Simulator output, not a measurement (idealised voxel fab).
This is a process module. Its name is voxel fin reveal.
For reference, the cross-section in this document is cut, with width 275 nm and square cells of 5 nm.
Cross-section layout: square cells on a grid; listed as bands, top to bottom; a band spans one or more cell rows.
Top, bottom (nm), then materials left to right with widths (nm); lone material tagged "full width" fills the whole band edge to edge; "blank" = empty space.
Below 0: as-received wafer, all one material; heights counted from there. Lowest band: no bottom, goes on down, written "0..down".
Per-row width for "30..40": begins at first number (top row of band), ends at second number (bottom row), increment between rows held constant.
Reading "nothing altered" for a step: not a cell of the cross-section changed in it.
Voids not open to the top, 8 cells minimum: see "Catalogued sealed voids". Written width x height at distance; distance is from the left edge; nm.
Note: text after step settings on the step line = simulator remark on that step.
For masked steps, "overlay nm" on the step line gives how far right of plan the mask actually lay; a minus sign means it lay to the left.

## This section lists the process steps that were planned
1,RECEIVE | material Si
2,CONFORMAL_DEP | material SiN | thk nm 5
3,MASKED_ETCH | tone cover | mask id FINS | width nm 15 | pitch nm 40 | etch materials SiN | depth nm 5 | overlay nm -15
4,MASKED_ETCH | tone cover | mask id FINS | width nm 15 | pitch nm 40 | etch materials Si | depth nm 35 | overlay nm 0
5,FILL_DEP | material SiO2 | thk nm 10
6,CMP | height nm 5
7,SELECTIVE_ETCH | etch materials SiO2 | depth nm 25
8,STRIP | etch materials SiN
9,CONFORMAL_DEP | material HfO2 | thk nm 5
Across this set of wafers, the varied parameter is the overlay nm of step 3. Starting conditions are identical for every wafer, and the plan reports the value assigned to the first wafer.

## As-received state after step 1, first of several wafers, cross-section
	0..down: Si full width
	Catalogued sealed voids: none

## Last step of the module is step 9; after it, the first of several wafers in cross-section
	5..0: blank: 90, then HfO2: 80, then blank: 105
	0..-15: blank: 90, then HfO2: 5, then Si: 30, then HfO2: 10, then Si: 30, then HfO2: 5, then blank: 105
	-15..-20: HfO2: 95, then Si: 30, then HfO2: 10, then Si: 30, then HfO2: 110
	-20..-35: SiO2: 95, then Si: 30, then SiO2: 10, then Si: 30, then SiO2: 110
	-35..down: Si full width
	Catalogued sealed voids: none

## The module's end: a cross-section of the last wafer
	5..0: blank: 105, then HfO2: 80, then blank: 90
	0..-15: blank: 105, then HfO2: 5, then Si: 30, then HfO2: 10, then Si: 30, then HfO2: 5, then blank: 90
	-15..-20: HfO2: 110, then Si: 30, then HfO2: 10, then Si: 30, then HfO2: 95
	-20..-35: SiO2: 110, then Si: 30, then SiO2: 10, then Si: 30, then SiO2: 95
	-35..down: Si full width
	Catalogued sealed voids: none

## Row per wafer, end-of-module: cell gain (+)/loss (-) by material since the wafer came in, then closed voids
overlay nm -15; +71 HfO2; -301 Si; +129 SiO2; Catalogued sealed voids: none
overlay nm -10; +71 HfO2; -315 Si; +135 SiO2; Catalogued sealed voids: none
overlay nm -5; +71 HfO2; -329 Si; +141 SiO2; Catalogued sealed voids: none
overlay nm 0; +71 HfO2; -343 Si; +147 SiO2; Catalogued sealed voids: none
overlay nm 5; +71 HfO2; -329 Si; +141 SiO2; Catalogued sealed voids: none
overlay nm 10; +71 HfO2; -315 Si; +135 SiO2; Catalogued sealed voids: none
overlay nm 15; +71 HfO2; -301 Si; +129 SiO2; Catalogued sealed voids: none
